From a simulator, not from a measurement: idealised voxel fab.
Process module, titled voxel capacitor over wiring
FYI the section here is cut, 150 nm wide, cells are 5 nm squares.
In what follows, cross-sections appear as grids of square cells, described through bands that run from the top down, where every band is one or more rows of cells. The band entry comprises the height of the band's top followed by the height of its bottom, expressed in nm, and subsequently the band's materials from left to right, each stated together with its width in nm. Where a single material is marked with the word "full width", that material fills the band from edge to edge. The word "air" represents empty space. Convention: height 0 is the level below which the wafer, as received, is all one material. The lowest band does not terminate at the bottom but continues downward, represented as "0 -> down". With a width like "30 to 40", each row of cells in the band differs from the next by the same amount, the top row carrying the first number and the bottom row the second. Where the words "remained the same" appear for a step, the cross-section shows no cell changed by that step; every cell remained as before. Tabulated closed voids: empty space of 8 cells or more with no open way to the top, each as width x height at its distance from the left edge, in nm. Anything after a step's settings on that line? It's the simulator's own note about the step. Steps that use a mask can have "overlay nm" on their line. It says how far the mask sat to the right of where it was meant to be. Negative means to the left.
Below is the list of planned process steps
1) RECEIVE with material Si
2) CONFORMAL_DEP with material SiO2, thk nm 10
3) DIRECTIONAL_DEP with material TiN, thk nm 5
4) DIRECTIONAL_DEP with material W, thk nm 15
5) MASKED_ETCH with tone cover, mask id METAL_1, width nm 30, pitch nm 90, etch materials W, depth nm 15, overlay nm 0
6) MASKED_ETCH with tone cover, mask id METAL_1, width nm 30, pitch nm 90, etch materials TiN, depth nm 5, overlay nm 0
7) CONFORMAL_DEP with material SiN, thk nm 5
8) FILL_DEP with material SiO2, thk nm 5
9) CMP with height nm 30
10) CONFORMAL_DEP with material SiCN, thk nm 5
11) DIRECTIONAL_DEP with material SiO2, thk nm 10
12) MASKED_ETCH with tone open, mask id PLUG_1, width nm 15, etch materials SiO2, depth nm 10, overlay nm 0
13) MASKED_ETCH with tone open, mask id PLUG_1, width nm 15, etch materials SiCN, depth nm 5, overlay nm 0
14) EPI with material Ru, thk nm 10
15) EPI with material Ru, thk nm 5
16) DIRECTIONAL_DEP with material TiN, thk nm 5
17) DIRECTIONAL_DEP with material Al2O3, thk nm 5
18) DIRECTIONAL_DEP with material TiN, thk nm 10
19) DIRECTIONAL_DEP with material aC, thk nm 10
20) PATTERN with tone cover, mask id UPPER_PLATE, material resist, width nm 65, thk nm 30, overlay nm 0
21) DIRECTIONAL_ETCH with etch materials aC, depth nm 10
22) STRIP with etch materials resist
23) DIRECTIONAL_ETCH with etch materials TiN, depth nm 10
24) DIRECTIONAL_ETCH with etch materials Al2O3, depth nm 5
25) STRIP with etch materials aC
26) DIRECTIONAL_DEP with material aC, thk nm 10
27) PATTERN with tone cover, mask id LOWER_PLATE, material resist, width nm 75, thk nm 30, overlay nm 0
28) DIRECTIONAL_ETCH with etch materials aC, depth nm 10
29) STRIP with etch materials resist
30) DIRECTIONAL_ETCH with etch materials TiN, depth nm 5
31) STRIP with etch materials aC
32) FILL_DEP with material SiO2, thk nm 20
33) CMP with height nm 80
34) MASKED_ETCH with tone open, mask id PLUG_2, width nm 15, etch materials SiO2, depth nm 15, overlay nm 0
35) CONFORMAL_DEP with material TiN, thk nm 5
36) FILL_DEP with material W, thk nm 5
37) CMP with height nm 80
38) CONFORMAL_DEP with material SiN, thk nm 5
Cross-section of the incoming wafer, state after step 1
  0 -> down  Si full width
  Tabulated closed voids: none
Wafer cross-section at end of module: start and plan as shown above, one execution error
  85 -> 80  SiN full width
  80 -> 75  40 of SiO2  15 of TiN  95 of SiO2
  75 -> 65  30 of SiO2  25 of TiN  95 of SiO2
  65 -> 60  30 of SiO2  25 of Al2O3  40 of TiN  55 of SiO2
  60 -> 55  25 of SiO2  70 of TiN  55 of SiO2
  55 -> 50  20 of SiO2  35 of Ru  40 of Al2O3  55 of SiO2
  50 -> 45  20 of SiO2  35 of Ru  45 of TiN  50 of SiO2
  45 -> 35  30 of SiO2  15 of Ru  105 of SiO2
  35 -> 30  30 of SiCN  15 of Ru  105 of SiCN
  30 -> 15  10 of SiO2  5 of SiN  30 of W  5 of SiN  50 of SiO2  5 of SiN  30 of W  5 of SiN  10 of SiO2
  15 -> 10  15 of SiN  30 of TiN  60 of SiN  30 of TiN  15 of SiN
  10 -> 0  SiO2 full width
  0 -> down  Si full width
  Tabulated closed voids: none
It is concluded that the wafer was processed incorrectly with respect to the plan, in that plan step 14 ran twice
